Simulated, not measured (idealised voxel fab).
process module | voxel ribs on slabs
cross-section cut | 165 nm wide | cells 5 nm
A cross-section is a grid of square cells, given in bands from the top down. A band is one or more rows of cells.
Each band's line starts with the height of the band's top and of its bottom, in nm. Then come its materials from left to right, each with its width in nm. One material with "throughout" fills the band from edge to edge. "air" is empty space.
Height 0 is the level under which the wafer as received is all one material. The lowest band goes on downwards, as in "0 down".
A width such as "30 to 40" changes by the same amount from each row of cells to the next, from the band's top row to its bottom row.
"no change" after a step means that no cell of the cross-section changed.
closed voids: empty space of 8 cells or more with no open way to the top, each as width x height at its distance from the left edge, in nm
after a step's settings: what the simulator itself notes on the step
overlay nm, on a step with a mask: how far to the right of its planned place the mask lay; to the left if negative
plan
1 op RECEIVE | material Si
2 op DIRECTIONAL_DEP | material SiO2 | thk nm 30
3 op DIRECTIONAL_DEP | material SiN | thk nm 25
4 op MASKED_ETCH | tone cover | mask id RIB | width nm 25 | etch materials SiN | depth nm 15 | overlay nm 0
5 op DIRECTIONAL_DEP | material aC | thk nm 15
6 op PATTERN | tone cover | mask id SLAB | material resist | width nm 55 | thk nm 30 | overlay nm 0
7 op DIRECTIONAL_ETCH | etch materials aC | depth nm 15
8 op STRIP | etch materials resist
9 op DIRECTIONAL_ETCH | etch materials SiN | depth nm 10
10 op STRIP | etch materials aC
11 op FILL_DEP | material SiO2 | thk nm 15
12 op CMP | height nm 65
13 op DIRECTIONAL_DEP | material W | thk nm 5
14 op PATTERN | tone cover | mask id HEATER | material resist | width nm 35 | thk nm 20 | overlay nm 0
15 op DIRECTIONAL_ETCH | etch materials W | depth nm 5
16 op STRIP | etch materials resist
17 op CONFORMAL_DEP | material SiO2 | thk nm 5
as received, after step 1
  0 down: Si throughout
  closed voids: none
first wafer at the end, as planned
  75 to 70: air 60 | SiO2 45 | air 60
  70 to 65: SiO2 65 | W 35 | SiO2 65
  65 to 55: SiO2 throughout
  55 to 40: SiO2 70 | SiN 25 | SiO2 70
  40 to 30: SiO2 55 | SiN 55 | SiO2 55
  30 to 0: SiO2 throughout
  0 down: Si throughout
  closed voids: none
second wafer at the end: like start, like plan, one mistake
  75 to 70: SiO2 70 | air 25 | SiO2 70
  70 to 65: W 65 | SiO2 35 | W 65
  65 to 55: SiO2 throughout
  55 to 40: SiO2 70 | SiN 25 | SiO2 70
  40 to 30: SiO2 55 | SiN 55 | SiO2 55
  30 to 0: SiO2 throughout
  0 down: Si throughout
  closed voids: none
what went wrong: step 14 ran as: op PATTERN | tone open | mask id HEATER | material resist | width nm 35 | thk nm 20 | overlay nm 0
at the end the second wafer has, in cells: 19 more of W
